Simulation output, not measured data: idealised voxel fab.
Process module under the name voxel wiring stack
Each square cell in cross-section cut measures 5 nm, and the section as a whole is 205 nm wide.
Each cross-section below is a grid of square cells, stated as bands in top-down order, with one or more rows of cells making up each band. This entry defines a band. It first specifies the height of the band's top and the height of its bottom in nm, and then specifies the band's materials from left to right, stating each material with its width in nm. The word "everywhere" identifies a single material that fills the band from edge to edge, while the word "empty" identifies empty space. Where do heights start? At 0: under that level the wafer as delivered is made of one material only. And the lowest band has no floor; it just carries on downward, as in "from 0 down". A width such as "30->40" changes by the same amount from each row of cells to the next, from the band's top row to its bottom row. No cell of the cross-section changed in a step that is given as "nothing different". "Internal closed voids" - sealed voids, min. 8 cells, no opening to top; format: width x height at distance (distance from left edge; nm throughout). Formally, on a step line, whatever follows the settings is a remark that the simulator itself makes on the step. A step's line can hold "overlay nm"; with a mask on that step, the setting says how far right of the planned place the mask lay, while a negative setting says it lay to the left.
[Here's what the planned process steps look like]
- 1: RECEIVE (material Si)
- 2: CONFORMAL_DEP (material SiO2; thk nm 10)
- 3: DIRECTIONAL_DEP (material TiN; thk nm 5)
- 4: DIRECTIONAL_DEP (material W; thk nm 25)
- 5: DIRECTIONAL_DEP (material aC; thk nm 15)
- 6: PATTERN (tone cover; mask id METAL_1; material resist; width nm 20; pitch nm 40; thk nm 35; overlay nm 0)
- 7: DIRECTIONAL_ETCH (etch materials aC; depth nm 15)
- 8: STRIP (etch materials resist)
- 9: DIRECTIONAL_ETCH (etch materials W; depth nm 25)
- 10: DIRECTIONAL_ETCH (etch materials TiN; depth nm 5)
- 11: STRIP (etch materials aC)
- 12: FILL_DEP (material SiO2; thk nm 5)
- 13: CMP (height nm 40)
- 14: CONFORMAL_DEP (material SiCN; thk nm 5)
- 15: DIRECTIONAL_DEP (material SiO2; thk nm 30)
- 16: MASKED_ETCH (tone open; mask id METAL_2_HOLES; width nm 15; pitch nm 40; etch materials SiO2; depth nm 30; overlay nm 0)
- 17: MASKED_ETCH (tone open; mask id METAL_2; width nm 20; pitch nm 40; etch materials SiO2; depth nm 20; overlay nm 0)
- 18: MASKED_ETCH (tone open; mask id METAL_2; width nm 20; pitch nm 40; etch materials SiCN; depth nm 5; overlay nm 0)
- 19: CONFORMAL_DEP (material TiN; thk nm 5)
- 20: FILL_DEP (material Ru; thk nm 5)
- 21: CMP (height nm 75)
- 22: CONFORMAL_DEP (material SiCN; thk nm 5)
- 23: DIRECTIONAL_DEP (material SiO2; thk nm 20)
- 24: MASKED_ETCH (tone open; mask id PLUG_2; width nm 15; pitch nm 80; etch materials SiO2; depth nm 20; overlay nm 0)
- 25: MASKED_ETCH (tone open; mask id PLUG_2; width nm 15; pitch nm 80; etch materials SiCN; depth nm 5; overlay nm 0)
- 26: CONFORMAL_DEP (material TiN; thk nm 5)
- 27: FILL_DEP (material W; thk nm 10)
- 28: CMP (height nm 100)
- 29: CONFORMAL_DEP (material SiN; thk nm 5)
- 30: DIRECTIONAL_DEP (material lowk; thk nm 20)
- 31: MASKED_ETCH (tone open; mask id METAL_3; width nm 20; pitch nm 40; etch materials lowk; depth nm 20; overlay nm 0)
- 32: MASKED_ETCH (tone open; mask id METAL_3; width nm 20; pitch nm 40; etch materials SiN; depth nm 5; overlay nm 0)
- 33: CONFORMAL_DEP (material TiN; thk nm 5)
- 34: FILL_DEP (material Cu; thk nm 5)
- 35: CMP (height nm 125)
- 36: CONFORMAL_DEP (material SiCN; thk nm 5)
[As-received state of the wafer in cross-section, equivalent to post-step 1]
- from 0 down | Si everywhere
- Internal closed voids: none
[Cross-section taken at module completion on the first of two wafers; processed per the plan]
- from 130 to 125 | SiCN everywhere
- from 125 to 105 | lowk=30, then TiN=5, then Cu=10, then TiN=5, then lowk=20, then TiN=5, then Cu=10, then TiN=5, then lowk=20, then TiN=5, then Cu=10, then TiN=5, then lowk=20, then TiN=5, then Cu=10, then TiN=5, then lowk=35
- from 105 to 100 | SiN=30, then TiN=20, then SiN=20, then TiN=20, then SiN=20, then TiN=20, then SiN=20, then TiN=20, then SiN=35
- from 100 to 80 | SiO2=30, then TiN=5, then W=5, then TiN=5, then SiO2=65, then TiN=5, then W=5, then TiN=5, then SiO2=80
- from 80 to 75 | SiCN=30, then TiN=15, then SiCN=65, then TiN=15, then SiCN=80
- from 75 to 60 | SiO2=30, then TiN=5, then Ru=10, then TiN=5, then SiO2=20, then TiN=5, then Ru=10, then TiN=5, then SiO2=20, then TiN=5, then Ru=10, then TiN=5, then SiO2=20, then TiN=5, then Ru=10, then TiN=5, then SiO2=35
- from 60 to 55 | SiO2=30, then TiN=5, then Ru=5, then TiN=10, then SiO2=20, then TiN=5, then Ru=5, then TiN=10, then SiO2=20, then TiN=5, then Ru=5, then TiN=10, then SiO2=20, then TiN=5, then Ru=5, then TiN=10, then SiO2=35
- from 55 to 45 | SiO2=30, then TiN=5, then Ru=5, then TiN=5, then SiO2=25, then TiN=5, then Ru=5, then TiN=5, then SiO2=25, then TiN=5, then Ru=5, then TiN=5, then SiO2=25, then TiN=5, then Ru=5, then TiN=5, then SiO2=40
- from 45 to 40 | SiCN=30, then TiN=15, then SiCN=25, then TiN=15, then SiCN=25, then TiN=15, then SiCN=25, then TiN=15, then SiCN=40
- from 40 to 15 | SiO2=30, then W=20, then SiO2=20, then W=20, then SiO2=20, then W=20, then SiO2=20, then W=20, then SiO2=35
- from 15 to 10 | SiO2=30, then TiN=20, then SiO2=20, then TiN=20, then SiO2=20, then TiN=20, then SiO2=20, then TiN=20, then SiO2=35
- from 10 to 0 | SiO2 everywhere
- from 0 down | Si everywhere
- Internal closed voids: none
[Presented here is a cross-section of the second of the two wafers as it stood at the end of the module. It was started in the same manner and assigned the same plan as the first wafer; however, one mistake was made in its execution]
- from 130 to 125 | SiCN everywhere
- from 125 to 105 | lowk=30, then TiN=5, then Cu=10, then TiN=5, then lowk=20, then TiN=5, then Cu=10, then TiN=5, then lowk=20, then TiN=5, then Cu=10, then TiN=5, then lowk=20, then TiN=5, then Cu=10, then TiN=5, then lowk=35
- from 105 to 100 | SiN=30, then TiN=20, then SiN=20, then TiN=20, then SiN=20, then TiN=20, then SiN=20, then TiN=20, then SiN=35
- from 100 to 80 | SiO2=30, then TiN=5, then W=5, then TiN=5, then SiO2=65, then TiN=5, then W=5, then TiN=5, then SiO2=80
- from 80 to 75 | SiCN=30, then TiN=15, then SiCN=65, then TiN=15, then SiCN=80
- from 75 to 60 | SiO2=30, then TiN=5, then Ru=5, then TiN=5, then SiO2=25, then TiN=5, then Ru=5, then TiN=5, then SiO2=25, then TiN=5, then Ru=5, then TiN=5, then SiO2=25, then TiN=5, then Ru=5, then TiN=5, then SiO2=40
- from 60 to 55 | SiO2=30, then TiN=15, then SiO2=25, then TiN=15, then SiO2=25, then TiN=15, then SiO2=25, then TiN=15, then SiO2=40
- from 55 to 45 | SiO2 everywhere
- from 45 to 40 | SiCN everywhere
- from 40 to 15 | SiO2=30, then W=20, then SiO2=20, then W=20, then SiO2=20, then W=20, then SiO2=20, then W=20, then SiO2=35
- from 15 to 10 | SiO2=30, then TiN=20, then SiO2=20, then TiN=20, then SiO2=20, then TiN=20, then SiO2=20, then TiN=20, then SiO2=35
- from 10 to 0 | SiO2 everywhere
- from 0 down | Si everywhere
- Internal closed voids: none
Against the plan, the run slipped here: the plan's step 15 ran twice
In the final state, the cell counts of the second wafer exceed or fall short of those of the first for the following materials: -24 Ru; +12 SiCN; +40 SiO2; -28 TiN
